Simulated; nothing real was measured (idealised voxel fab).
Process module, titled voxel self aligned contacts
Displayed cross-section: cut, width of 300 nm, square cells sized 5 nm.
A cross-section is written here as square cells arranged in a grid, and it is given in bands from the top down, each band taking up one or more rows of cells.
A band entry consists of two parts. The first gives the height of the band's top and the height of its bottom, in nm. The rest lists the band's materials from left to right, each with its width in nm. A single material labelled with the word "throughout" fills the band from edge to edge, and the word "air" marks empty space.
Heads up on the height convention: 0 is the point under which the incoming wafer is all one material, and the lowest band has no bottom, it just keeps going down, like "z 0 and below".
Width spec "30..40" -> top row of cells at first value, bottom row at second value, equal per-row change in between.
No cell of the cross-section changed in a step that is given as "nothing changed".
Each empty space that has no open way to the top and spans at least 8 cells appears under "Closed void register" as width x height at distance, the distance counted from the left edge, all in nm.
Where a step's line continues beyond its settings, the continuation is a remark by the simulator itself on that step.
overlay nm: mask offset rightward from planned place, masked step; negative means leftward offset.

Set out below are the planned steps of the process:
step 1: RECEIVE [material Si]
step 2: OXIDIZE [depth nm 5]
step 3: DIRECTIONAL_DEP [material polySi] [thk nm 30]
step 4: DIRECTIONAL_DEP [material SiN] [thk nm 15]
step 5: DIRECTIONAL_DEP [material aC] [thk nm 15]
step 6: PATTERN [tone cover] [mask id GATE] [material resist] [width nm 30] [pitch nm 55] [thk nm 30] [overlay nm 0]
step 7: DIRECTIONAL_ETCH [etch materials aC] [depth nm 15]
step 8: STRIP [etch materials resist]
step 9: DIRECTIONAL_ETCH [etch materials SiN] [depth nm 15]
step 10: DIRECTIONAL_ETCH [etch materials polySi] [depth nm 30]
step 11: STRIP [etch materials aC]
step 12: CONFORMAL_DEP [material SiN] [thk nm 5]
step 13: DIRECTIONAL_ETCH [etch materials SiN] [depth nm 5]
step 14: FILL_DEP [material SiO2] [thk nm 15]
step 15: CMP [height nm 50]
step 16: MASKED_ETCH [tone open] [mask id CONTACT] [width nm 25] [etch materials SiO2] [depth nm 55] [overlay nm 0]
step 17: CONFORMAL_DEP [material TiN] [thk nm 5]
step 18: FILL_DEP [material Ru] [thk nm 5]
step 19: CMP [height nm 50]
step 20: CONFORMAL_DEP [material SiCN] [thk nm 5]
Heads up: all these wafers start the same, and what changes between them is the width nm in step 16. The value you see in the plan is just what the first wafer got.

As-received state after step 1, first of several wafers, cross-section:
	z 0 and below: Si throughout
	Closed void register: none

The following table contains a row per wafer, in which are reported, at the conclusion of the module, the cells of each material gained (+) or lost (-) since the wafer's receipt, with its closed voids given thereafter:
width nm 25 | +10 Ru | -60 Si | +60 SiCN | +72 SiN | +481 SiO2 | +25 TiN | +72 polySi | Closed void register: none
width nm 30 | +10 Ru | -60 Si | +60 SiCN | +72 SiN | +480 SiO2 | +26 TiN | +72 polySi | Closed void register: none
width nm 35 | +10 Ru | -60 Si | +60 SiCN | +72 SiN | +479 SiO2 | +27 TiN | +72 polySi | Closed void register: none
width nm 40 | +10 Ru | -60 Si | +60 SiCN | +72 SiN | +478 SiO2 | +28 TiN | +72 polySi | Closed void register: none
width nm 45 | +10 Ru | -60 Si | +60 SiCN | +72 SiN | +477 SiO2 | +29 TiN | +72 polySi | Closed void register: none
width nm 50 | +10 Ru | -60 Si | +60 SiCN | +72 SiN | +476 SiO2 | +30 TiN | +72 polySi | Closed void register: none
